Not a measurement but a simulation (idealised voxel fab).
A process module follows: voxel capacitor over wiring.
FYI the section here is cut, 270 nm wide, cells are 5 nm squares.
Just so we're on the same page, the cross-sections are grids of square cells, and they're listed out in bands top to bottom, each band one or more rows deep. Per band: top height and bottom height in nm, followed by the left-to-right materials and their widths in nm; "everywhere" marks a single material spanning edge to edge, "blank" marks empty space. Heights are reckoned from 0. Under this level, the received wafer is all of one material. The bottommost band is open-ended downward, for example "0..down". The notation "30 to 40" denotes a width that varies across the rows of cells in the band, beginning at the first number in the top row, finishing at the second number in the bottom row, and changing by an identical amount from each row to the next. "nothing different" after a step means that no cell of the cross-section changed. Empty spaces counting at least 8 cells and having no open way to the top are listed in "Voids lacking openings". The notation width x height at distance is used for each, the distance being from the left edge and all three values in nm. Where a step's line continues beyond its settings, the continuation is a remark by the simulator itself on that step. overlay nm: how far to the right of its planned place the mask lay on this masked step (negative: to the left).

**Process steps (planned)**
1,RECEIVE (material Si)
2,CONFORMAL_DEP (material SiO2; thk nm 15)
3,CONFORMAL_DEP (material SiCN; thk nm 5)
4,DIRECTIONAL_DEP (material lowk; thk nm 15)
5,PATTERN (tone open; mask id METAL_1; material resist; width nm 25; pitch nm 95; thk nm 15; overlay nm 0)
6,DIRECTIONAL_ETCH (etch materials lowk; depth nm 15)
7,DIRECTIONAL_ETCH (etch materials SiCN; depth nm 5)
8,STRIP (etch materials resist)
9,CONFORMAL_DEP (material TiN; thk nm 5)
10,FILL_DEP (material W; thk nm 10)
11,CMP (height nm 35)
12,EPI (material Ru; thk nm 5)
13,FILL_DEP (material SiCN; thk nm 5)
14,DIRECTIONAL_DEP (material SiO2; thk nm 15)
15,MASKED_ETCH (tone open; mask id PLUG_1; width nm 15; etch materials SiO2; depth nm 15; overlay nm 0)
16,MASKED_ETCH (tone open; mask id PLUG_1; width nm 15; etch materials SiCN; depth nm 5; overlay nm 0)
17,EPI (material Ru; thk nm 10)
18,EPI (material Ru; thk nm 10)
19,DIRECTIONAL_DEP (material TiN; thk nm 5)
20,DIRECTIONAL_DEP (material SiN; thk nm 5)
21,DIRECTIONAL_DEP (material TiN; thk nm 10)
22,MASKED_ETCH (tone cover; mask id UPPER_PLATE; width nm 75; etch materials TiN; depth nm 10; overlay nm 0)
23,MASKED_ETCH (tone cover; mask id UPPER_PLATE; width nm 75; etch materials SiN; depth nm 5; overlay nm 0)
24,DIRECTIONAL_DEP (material aC; thk nm 10)
25,PATTERN (tone cover; mask id LOWER_PLATE; material resist; width nm 85; thk nm 25; overlay nm 0)
26,DIRECTIONAL_ETCH (etch materials aC; depth nm 10)
27,STRIP (etch materials resist)
28,DIRECTIONAL_ETCH (etch materials TiN; depth nm 5)
29,STRIP (etch materials aC)
30,FILL_DEP (material SiO2; thk nm 20)
31,CMP (height nm 95)
32,PATTERN (tone open; mask id PLUG_2; material resist; width nm 15; thk nm 20; overlay nm 0)
33,DIRECTIONAL_ETCH (etch materials SiO2; depth nm 15)
34,STRIP (etch materials resist)
35,CONFORMAL_DEP (material TiN; thk nm 5)
36,FILL_DEP (material W; thk nm 10)
37,CMP (height nm 95)
38,CONFORMAL_DEP (material SiCN; thk nm 5)

**Wafer cross-section on receipt, i.e. after step 1**
- 0..down | Si everywhere
- Voids lacking openings: none

**Wafer cross-section at module end: first of two, run to plan**
- 100..95 | SiCN everywhere
- 95..85 | SiO2 95 nm  TiN 5 nm  W 5 nm  TiN 5 nm  SiO2 160 nm
- 85..80 | SiO2 95 nm  TiN 15 nm  SiO2 160 nm
- 80..70 | SiO2 85 nm  TiN 75 nm  SiO2 110 nm
- 70..65 | SiO2 85 nm  SiN 75 nm  SiO2 110 nm
- 65..60 | SiO2 80 nm  TiN 85 nm  SiO2 105 nm
- 60..45 | SiO2 85 nm  Ru 15 nm  SiO2 170 nm
- 45..40 | SiCN 85 nm  Ru 15 nm  SiCN 170 nm
- 40..35 | SiCN 70 nm  Ru 35 nm  SiCN 60 nm  Ru 35 nm  SiCN 70 nm
- 35..20 | lowk 75 nm  TiN 5 nm  W 15 nm  TiN 5 nm  lowk 70 nm  TiN 5 nm  W 15 nm  TiN 5 nm  lowk 75 nm
- 20..15 | SiCN 75 nm  TiN 25 nm  SiCN 70 nm  TiN 25 nm  SiCN 75 nm
- 15..0 | SiO2 everywhere
- 0..down | Si everywhere
- Voids lacking openings: none

**Module end: cross-section of wafer two of two. Same start and process plan as the first wafer. One mistake during execution**
- 100..95 | SiCN everywhere
- 95..85 | SiO2 95 nm  TiN 5 nm  W 5 nm  TiN 5 nm  SiO2 160 nm
- 85..80 | SiO2 95 nm  TiN 15 nm  SiO2 160 nm
- 80..70 | SiO2 85 nm  TiN 75 nm  SiO2 110 nm
- 70..65 | SiO2 85 nm  SiN 75 nm  SiO2 110 nm
- 65..60 | SiO2 80 nm  TiN 85 nm  SiO2 105 nm
- 60..45 | SiO2 85 nm  Ru 15 nm  SiO2 170 nm
- 45..40 | SiCN 85 nm  Ru 15 nm  SiCN 170 nm
- 40..35 | Ru everywhere
- 35..20 | W everywhere
- 20..15 | SiCN everywhere
- 15..0 | SiO2 everywhere
- 0..down | Si everywhere
- Voids lacking openings: none
Error vs. plan: for step 4, the planned setting was not used; the step was instead run as DIRECTIONAL_DEP (material W; thk nm 15)
The second wafer ends with more or fewer cells of some materials than the first, per final count: 40 more of Ru | 30 fewer of SiCN | 22 fewer of TiN | 144 more of W | 132 fewer of lowk
